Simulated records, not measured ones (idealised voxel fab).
Process module, titled voxel wiring stack
Xsec cut, 280 nm wide, square cell size 5 nm.
When this document writes out a cross-section, it uses a grid of square cells and lists it as bands, beginning at the top and moving down, with a band standing for one or more rows of cells.
Band: top height; bottom height; in nm. Then, left to right: material with width in nm, for each material. "everywhere": a single material spanning edge to edge. "air": empty space.
The level at which height equals 0 is the one under which the wafer, as it arrives, is entirely one material. No lower edge exists for the bottom band, which continues downward and is notated as in "0 -> down".
You'd read "30..40" like this: the band's top row of cells is as wide as the first number, its bottom row is as wide as the second, and going down, every row changes width by the same amount as the row before did.
A step reported as "same as before" is a step in which no cell of the cross-section changed.
"Unvented cavities" specifies each empty space that is not open to the top and that occupies no fewer than 8 cells, using the form width x height at distance, the distance measured from the left edge and all three quantities in nm.
If you see something after the settings on a step's line, that's the simulator's own remark about that step.
overlay nm: mask offset rightward from planned place, masked step; negative means leftward offset.
Intended process steps:
1: RECEIVE with material Si
2: CONFORMAL_DEP with material SiO2, thk nm 10
3: CONFORMAL_DEP with material SiN, thk nm 5
4: DIRECTIONAL_DEP with material lowk, thk nm 25
5: PATTERN with tone open, mask id METAL_1, material resist, width nm 25, pitch nm 40, thk nm 20, overlay nm 0
6: DIRECTIONAL_ETCH with etch materials lowk, depth nm 25
7: DIRECTIONAL_ETCH with etch materials SiN, depth nm 5
8: STRIP with etch materials resist
9: CONFORMAL_DEP with material TiN, thk nm 5
10: FILL_DEP with material W, thk nm 5
11: CMP with height nm 40
12: CONFORMAL_DEP with material SiCN, thk nm 5
13: DIRECTIONAL_DEP with material SiO2, thk nm 30
14: PATTERN with tone open, mask id METAL_2_HOLES, material resist, width nm 15, pitch nm 40, thk nm 20, overlay nm 0
15: DIRECTIONAL_ETCH with etch materials SiO2, depth nm 30
16: STRIP with etch materials resist
17: DIRECTIONAL_DEP with material aC, thk nm 15
18: PATTERN with tone open, mask id METAL_2, material resist, width nm 25, pitch nm 40, thk nm 30, overlay nm 0
19: DIRECTIONAL_ETCH with etch materials aC, depth nm 15
20: STRIP with etch materials resist
21: DIRECTIONAL_ETCH with etch materials SiO2, depth nm 15
22: DIRECTIONAL_ETCH with etch materials SiCN, depth nm 5
23: STRIP with etch materials aC
24: CONFORMAL_DEP with material TiN, thk nm 5
25: FILL_DEP with material Cu, thk nm 10
26: CMP with height nm 75
27: CONFORMAL_DEP with material SiCN, thk nm 5
28: DIRECTIONAL_DEP with material lowk, thk nm 25
29: PATTERN with tone open, mask id METAL_3_HOLES, material resist, width nm 15, pitch nm 40, thk nm 20, overlay nm 0
30: DIRECTIONAL_ETCH with etch materials lowk, depth nm 25
31: STRIP with etch materials resist
32: DIRECTIONAL_DEP with material aC, thk nm 10
33: PATTERN with tone open, mask id METAL_3, material resist, width nm 25, pitch nm 40, thk nm 30, overlay nm 0
34: DIRECTIONAL_ETCH with etch materials aC, depth nm 10
35: STRIP with etch materials resist
36: DIRECTIONAL_ETCH with etch materials lowk, depth nm 15
37: DIRECTIONAL_ETCH with etch materials SiCN, depth nm 5
38: STRIP with etch materials aC
39: CONFORMAL_DEP with material TiN, thk nm 5
40: FILL_DEP with material Cu, thk nm 10
41: CMP with height nm 105
42: CONFORMAL_DEP with material SiCN, thk nm 5
This is the cross-section of the wafer as we received it, i.e. after step 1:
* 0 -> down = Si everywhere
* Unvented cavities: none
Look at the cross-section after the module: the wafer started out the way shown above and the plan was the one shown above, yet one mistake was made along the way:
* 110 -> 105 = SiCN everywhere
* 105 -> 95 = lowk 65, then TiN 5, then Cu 15, then TiN 5, then lowk 15, then TiN 5, then Cu 15, then TiN 5, then lowk 15, then TiN 5, then Cu 15, then TiN 5, then lowk 15, then TiN 5, then Cu 15, then TiN 5, then lowk 70
* 95 -> 90 = lowk 65, then TiN 5, then Cu 5, then TiN 15, then lowk 15, then TiN 5, then Cu 5, then TiN 15, then lowk 15, then TiN 5, then Cu 5, then TiN 15, then lowk 15, then TiN 5, then Cu 5, then TiN 15, then lowk 70
* 90 -> 80 = lowk 65, then TiN 5, then Cu 5, then TiN 5, then lowk 25, then TiN 5, then Cu 5, then TiN 5, then lowk 25, then TiN 5, then Cu 5, then TiN 5, then lowk 25, then TiN 5, then Cu 5, then TiN 5, then lowk 80
* 80 -> 75 = SiCN 65, then TiN 15, then SiCN 25, then TiN 15, then SiCN 25, then TiN 15, then SiCN 25, then TiN 15, then SiCN 80
* 75 -> 65 = SiO2 65, then TiN 5, then Cu 15, then TiN 5, then SiO2 15, then TiN 5, then Cu 15, then TiN 5, then SiO2 15, then TiN 5, then Cu 15, then TiN 5, then SiO2 15, then TiN 5, then Cu 15, then TiN 5, then SiO2 70
* 65 -> 60 = SiO2 65, then TiN 5, then Cu 5, then TiN 15, then SiO2 15, then TiN 5, then Cu 5, then TiN 15, then SiO2 15, then TiN 5, then Cu 5, then TiN 15, then SiO2 15, then TiN 5, then Cu 5, then TiN 15, then SiO2 70
* 60 -> 45 = SiO2 65, then TiN 5, then Cu 5, then TiN 5, then SiO2 25, then TiN 5, then Cu 5, then TiN 5, then SiO2 25, then TiN 5, then Cu 5, then TiN 5, then SiO2 25, then TiN 5, then Cu 5, then TiN 5, then SiO2 80
* 45 -> 40 = SiCN 65, then TiN 15, then SiCN 25, then TiN 15, then SiCN 25, then TiN 15, then SiCN 25, then TiN 15, then SiCN 80
* 40 -> 15 = W 60, then TiN 5, then lowk 25, then TiN 5, then W 5, then TiN 5, then lowk 25, then TiN 5, then W 5, then TiN 5, then lowk 25, then TiN 5, then W 5, then TiN 5, then lowk 25, then TiN 5, then W 65
* 15 -> 10 = TiN 65, then SiN 25, then TiN 15, then SiN 25, then TiN 15, then SiN 25, then TiN 15, then SiN 25, then TiN 70
* 10 -> 0 = SiO2 everywhere
* 0 -> down = Si everywhere
* Unvented cavities: none
Want to know what went wrong? step 5 ran as: PATTERN with tone cover, mask id METAL_1, material resist, width nm 25, pitch nm 40, thk nm 20, overlay nm 0
